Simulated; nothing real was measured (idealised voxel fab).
The process module that follows is named voxel wiring stack.
Square cells of 5 nm make up the cross-section cut, whose width is 265 nm.
Notation: cross-section as square-cell grid; stated in bands, top first, going down; one or more cell rows per band.
In this notation a band is specified by the heights of its top and bottom, in that order and in nm, after which its materials appear from left to right, each paired with its width in nm. The word "full width" attached to a single material means that material fills the band from edge to edge; the word "blank" stands for empty space.
Note: height 0 marks the level under which the wafer is uniformly one material as received. Lowest band unbounded below, written "0 and below".
Graded width ("30 to 40"): value in top row of band = first number; value in bottom row = second number; row-to-row change constant.
For the purposes of this document, the phrase "no change" attached to a step denotes that no cell within the cross-section was modified by that step.
"Trapped cavities" contains a list of empty spaces, each no smaller than 8 cells and without an open way to the top, written in the form width x height at distance with the distance from the left edge and all three in nm.
Note: text after step settings on the step line = simulator remark on that step.
The setting "overlay nm" may be written on the line of a step. When the step uses a mask, the value reports how far to the right of the planned place the mask lay, and a negative value reports that it lay to the left.

The process steps that were planned are listed below:
1,RECEIVE | material Si
2,CONFORMAL_DEP | material SiO2 | thk nm 10
3,CONFORMAL_DEP | material SiN | thk nm 5
4,DIRECTIONAL_DEP | material lowk | thk nm 25
5,MASKED_ETCH | tone open | mask id METAL_1 | width nm 20 | pitch nm 40 | etch materials lowk | depth nm 25 | overlay nm 0
6,MASKED_ETCH | tone open | mask id METAL_1 | width nm 20 | pitch nm 40 | etch materials SiN | depth nm 5 | overlay nm 0
7,CONFORMAL_DEP | material TiN | thk nm 5
8,FILL_DEP | material W | thk nm 10
9,CMP | height nm 40
10,CONFORMAL_DEP | material SiCN | thk nm 5
11,DIRECTIONAL_DEP | material lowk | thk nm 20
12,PATTERN | tone open | mask id PLUG_1 | material resist | width nm 15 | thk nm 20 | overlay nm 0
13,DIRECTIONAL_ETCH | etch materials lowk | depth nm 20
14,DIRECTIONAL_ETCH | etch materials SiCN | depth nm 5
15,STRIP | etch materials resist
16,EPI | material Ru | thk nm 10
17,EPI | material Ru | thk nm 10
18,EPI | material Ru | thk nm 5
19,DIRECTIONAL_DEP | material TiN | thk nm 5
20,DIRECTIONAL_DEP | material Ru | thk nm 15
21,PATTERN | tone cover | mask id METAL_2 | material resist | width nm 20 | pitch nm 40 | thk nm 15 | overlay nm 0
22,DIRECTIONAL_ETCH | etch materials Ru | depth nm 15
23,DIRECTIONAL_ETCH | etch materials TiN | depth nm 5
24,STRIP | etch materials resist
25,CONFORMAL_DEP | material SiN | thk nm 5
26,FILL_DEP | material SiO2 | thk nm 10
27,CMP | height nm 85
28,CONFORMAL_DEP | material SiCN | thk nm 5
29,DIRECTIONAL_DEP | material lowk | thk nm 15
30,PATTERN | tone open | mask id PLUG_2 | material resist | width nm 15 | pitch nm 40 | thk nm 15 | overlay nm 0
31,DIRECTIONAL_ETCH | etch materials lowk | depth nm 15
32,DIRECTIONAL_ETCH | etch materials SiCN | depth nm 5
33,STRIP | etch materials resist
34,EPI | material Ru | thk nm 10
35,EPI | material Ru | thk nm 10
36,DIRECTIONAL_DEP | material TiN | thk nm 5
37,DIRECTIONAL_DEP | material W | thk nm 25
38,DIRECTIONAL_DEP | material aC | thk nm 10
39,PATTERN | tone cover | mask id METAL_3 | material resist | width nm 20 | pitch nm 40 | thk nm 30 | overlay nm 0
40,DIRECTIONAL_ETCH | etch materials aC | depth nm 10
41,STRIP | etch materials resist
42,DIRECTIONAL_ETCH | etch materials W | depth nm 25
43,DIRECTIONAL_ETCH | etch materials TiN | depth nm 5
44,STRIP | etch materials aC
45,FILL_DEP | material SiO2 | thk nm 10
46,CMP | height nm 135
47,CONFORMAL_DEP | material SiCN | thk nm 5

As-received wafer cross-section (after step 1):
    0 and below: Si full width
    Trapped cavities: none

Cross-section at module end, one run error; start and plan unchanged from above:
    140 down to 135: SiCN full width
    135 down to 110: SiO2: 100; W: 20; SiO2: 20; W: 20; SiO2: 105
    110 down to 105: SiO2: 100; TiN: 20; SiO2: 20; TiN: 20; SiO2: 105
    105 down to 90: lowk: 100; Ru: 15; lowk: 25; Ru: 15; lowk: 110
    90 down to 85: SiCN: 100; Ru: 15; SiCN: 25; Ru: 15; SiCN: 110
    85 down to 80: SiO2: 95; SiN: 5; Ru: 20; SiN: 5; SiO2: 10; SiN: 5; Ru: 20; SiN: 5; SiO2: 100
    80 down to 75: SiO2: 85; SiN: 15; TiN: 20; SiN: 10; SiO2: 5; SiN: 5; Ru: 20; SiN: 5; SiO2: 100
    75 down to 70: SiO2: 85; SiN: 5; Ru: 35; SiN: 5; SiO2: 5; SiN: 5; Ru: 20; SiN: 5; SiO2: 100
    70 down to 65: SiN: 90; Ru: 35; SiN: 15; TiN: 20; SiN: 105
    65 down to 45: lowk: 100; Ru: 15; lowk: 150
    45 down to 40: SiCN: 100; Ru: 15; SiCN: 150
    40 down to 15: lowk: 100; TiN: 5; W: 10; TiN: 5; lowk: 20; TiN: 5; W: 10; TiN: 5; lowk: 105
    15 down to 10: SiN: 100; TiN: 20; SiN: 20; TiN: 20; SiN: 105
    10 down to 0: SiO2 full width
    0 and below: Si full width
    Trapped cavities: none
What was the processing mistake? there is no telling which one of steps 16 and 17, all the same, got done twice
